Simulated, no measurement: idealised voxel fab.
process module | voxel wiring stack
cross-section cut | 245 nm wide | cells 5 nm
A cross-section is a grid of square cells, given in bands from the top down. A band is one or more rows of cells.
Each band's line starts with the height of the band's top and of its bottom, in nm. Then come its materials from left to right, each with its width in nm. One material with "throughout" fills the band from edge to edge. "air" is empty space.
Height 0 is the level under which the wafer as received is all one material. The lowest band goes on downwards, as in "0 down".
A width such as "30 to 40" changes by the same amount from each row of cells to the next, from the band's top row to its bottom row.
"no change" after a step means that no cell of the cross-section changed.
closed voids: empty space of 8 cells or more with no open way to the top, each as width x height at its distance from the left edge, in nm
after a step's settings: what the simulator itself notes on the step
overlay nm, on a step with a mask: how far to the right of its planned place the mask lay; to the left if negative
plan
1 op RECEIVE | material Si
2 op CONFORMAL_DEP | material SiO2 | thk nm 15
3 op CONFORMAL_DEP | material SiN | thk nm 5
4 op DIRECTIONAL_DEP | material SiO2 | thk nm 20
5 op DIRECTIONAL_DEP | material aC | thk nm 15
6 op PATTERN | tone open | mask id METAL_1 | material resist | width nm 20 | pitch nm 45 | thk nm 30 | overlay nm 0
7 op DIRECTIONAL_ETCH | etch materials aC | depth nm 15
8 op STRIP | etch materials resist
9 op DIRECTIONAL_ETCH | etch materials SiO2 | depth nm 20
10 op DIRECTIONAL_ETCH | etch materials SiN | depth nm 5
11 op STRIP | etch materials aC
12 op CONFORMAL_DEP | material TiN | thk nm 5
13 op FILL_DEP | material W | thk nm 10
14 op CMP | height nm 40
15 op EPI | material Ru | thk nm 5
16 op FILL_DEP | material SiCN | thk nm 5
17 op DIRECTIONAL_DEP | material lowk | thk nm 30
18 op PATTERN | tone open | mask id METAL_2 | material resist | width nm 20 | pitch nm 45 | thk nm 15 | overlay nm 0
19 op DIRECTIONAL_ETCH | etch materials lowk | depth nm 15
20 op STRIP | etch materials resist
21 op DIRECTIONAL_DEP | material aC | thk nm 10
22 op PATTERN | tone open | mask id METAL_2_HOLES | material resist | width nm 15 | pitch nm 45 | thk nm 30 | overlay nm 0
23 op DIRECTIONAL_ETCH | etch materials aC | depth nm 10
24 op STRIP | etch materials resist
25 op DIRECTIONAL_ETCH | etch materials lowk | depth nm 15
26 op DIRECTIONAL_ETCH | etch materials SiCN | depth nm 5
27 op STRIP | etch materials aC
28 op CONFORMAL_DEP | material TiN | thk nm 5
29 op FILL_DEP | material Ru | thk nm 5
30 op CMP | height nm 80
31 op CONFORMAL_DEP | material SiCN | thk nm 5
32 op DIRECTIONAL_DEP | material lowk | thk nm 30
33 op MASKED_ETCH | tone open | mask id METAL_3_HOLES | width nm 15 | pitch nm 45 | etch materials lowk | depth nm 30 | overlay nm 0
34 op MASKED_ETCH | tone open | mask id METAL_3 | width nm 20 | pitch nm 45 | etch materials lowk | depth nm 15 | overlay nm 0
35 op MASKED_ETCH | tone open | mask id METAL_3 | width nm 20 | pitch nm 45 | etch materials SiCN | depth nm 5 | overlay nm 0
36 op CONFORMAL_DEP | material TiN | thk nm 5
37 op FILL_DEP | material Ru | thk nm 10
38 op CMP | height nm 115
39 op CONFORMAL_DEP | material SiCN | thk nm 5
40 op DIRECTIONAL_DEP | material SiO2 | thk nm 35
41 op DIRECTIONAL_DEP | material aC | thk nm 10
42 op PATTERN | tone open | mask id METAL_4 | material resist | width nm 20 | pitch nm 45 | thk nm 25 | overlay nm 0
43 op DIRECTIONAL_ETCH | etch materials aC | depth nm 10
44 op STRIP | etch materials resist
45 op DIRECTIONAL_ETCH | etch materials SiO2 | depth nm 20
46 op STRIP | etch materials aC
47 op MASKED_ETCH | tone open | mask id METAL_4_HOLES | width nm 15 | pitch nm 45 | etch materials SiO2 | depth nm 15 | overlay nm 0
48 op MASKED_ETCH | tone open | mask id METAL_4_HOLES | width nm 15 | pitch nm 45 | etch materials SiCN | depth nm 5 | overlay nm 0
49 op CONFORMAL_DEP | material TiN | thk nm 5
50 op FILL_DEP | material Cu | thk nm 5
51 op CMP | height nm 155
52 op CONFORMAL_DEP | material SiN | thk nm 5
as received, after step 1
  0 down: Si throughout
  closed voids: none
a wafer at the end: this start, this plan, one mistake
  160 to 155: SiN throughout
  155 to 140: SiO2 45 | TiN 5 | Cu 10 | TiN 5 | SiO2 25 | TiN 5 | Cu 10 | TiN 5 | SiO2 25 | TiN 5 | Cu 10 | TiN 5 | SiO2 25 | TiN 5 | Cu 10 | TiN 5 | SiO2 45
  140 to 135: SiO2 45 | TiN 5 | Cu 5 | TiN 10 | SiO2 25 | TiN 5 | Cu 5 | TiN 10 | SiO2 25 | TiN 5 | Cu 5 | TiN 10 | SiO2 25 | TiN 5 | Cu 5 | TiN 10 | SiO2 45
  135 to 120: SiO2 45 | TiN 5 | Cu 5 | TiN 5 | SiO2 30 | TiN 5 | Cu 5 | TiN 5 | SiO2 30 | TiN 5 | Cu 5 | TiN 5 | SiO2 30 | TiN 5 | Cu 5 | TiN 5 | SiO2 50
  120 to 115: SiCN 45 | TiN 15 | SiCN 30 | TiN 15 | SiCN 30 | TiN 15 | SiCN 30 | TiN 15 | SiCN 50
  115 to 105: lowk 45 | TiN 5 | Ru 10 | TiN 5 | lowk 25 | TiN 5 | Ru 10 | TiN 5 | lowk 25 | TiN 5 | Ru 10 | TiN 5 | lowk 25 | TiN 5 | Ru 10 | TiN 5 | lowk 45
  105 to 100: lowk 45 | TiN 5 | Ru 5 | TiN 10 | lowk 25 | TiN 5 | Ru 5 | TiN 10 | lowk 25 | TiN 5 | Ru 5 | TiN 10 | lowk 25 | TiN 5 | Ru 5 | TiN 10 | lowk 45
  100 to 85: lowk 45 | TiN 5 | Ru 5 | TiN 5 | lowk 30 | TiN 5 | Ru 5 | TiN 5 | lowk 30 | TiN 5 | Ru 5 | TiN 5 | lowk 30 | TiN 5 | Ru 5 | TiN 5 | lowk 50
  85 to 80: SiCN 45 | TiN 15 | SiCN 30 | TiN 15 | SiCN 30 | TiN 15 | SiCN 30 | TiN 15 | SiCN 50
  80 to 75: Ru 35 | TiN 15 | Ru 10 | TiN 15 | Ru 5 | TiN 15 | Ru 10 | TiN 15 | Ru 5 | TiN 15 | Ru 10 | TiN 15 | Ru 5 | TiN 15 | Ru 10 | TiN 15 | Ru 35
  75 to 70: TiN 40 | lowk 5 | TiN 5 | Ru 10 | TiN 5 | lowk 5 | TiN 15 | lowk 5 | TiN 5 | Ru 10 | TiN 5 | lowk 5 | TiN 15 | lowk 5 | TiN 5 | Ru 10 | TiN 5 | lowk 5 | TiN 15 | lowk 5 | TiN 5 | Ru 10 | TiN 5 | lowk 5 | TiN 40
  70 to 60: lowk 45 | TiN 5 | Ru 10 to 5 | TiN 5 to 10 | lowk 25 | TiN 5 | Ru 10 to 5 | TiN 5 to 10 | lowk 25 | TiN 5 | Ru 10 to 5 | TiN 5 to 10 | lowk 25 | TiN 5 | Ru 10 to 5 | TiN 5 to 10 | lowk 45
  60 to 50: lowk 45 | TiN 5 | Ru 5 | TiN 5 | lowk 30 | TiN 5 | Ru 5 | TiN 5 | lowk 30 | TiN 5 | Ru 5 | TiN 5 | lowk 30 | TiN 5 | Ru 5 | TiN 5 | lowk 50
  50 to 45: lowk 45 | TiN 15 | lowk 30 | TiN 15 | lowk 30 | TiN 15 | lowk 30 | TiN 15 | lowk 50
  45 to 40: lowk 40 | Ru 30 | lowk 15 | Ru 30 | lowk 15 | Ru 30 | lowk 15 | Ru 30 | lowk 40
  40 to 20: SiO2 45 | TiN 5 | W 10 | TiN 5 | SiO2 25 | TiN 5 | W 10 | TiN 5 | SiO2 25 | TiN 5 | W 10 | TiN 5 | SiO2 25 | TiN 5 | W 10 | TiN 5 | SiO2 45
  20 to 15: SiN 45 | TiN 20 | SiN 25 | TiN 20 | SiN 25 | TiN 20 | SiN 25 | TiN 20 | SiN 45
  15 to 0: SiO2 throughout
  0 down: Si throughout
  closed voids: none
what went wrong: step 16 was left out
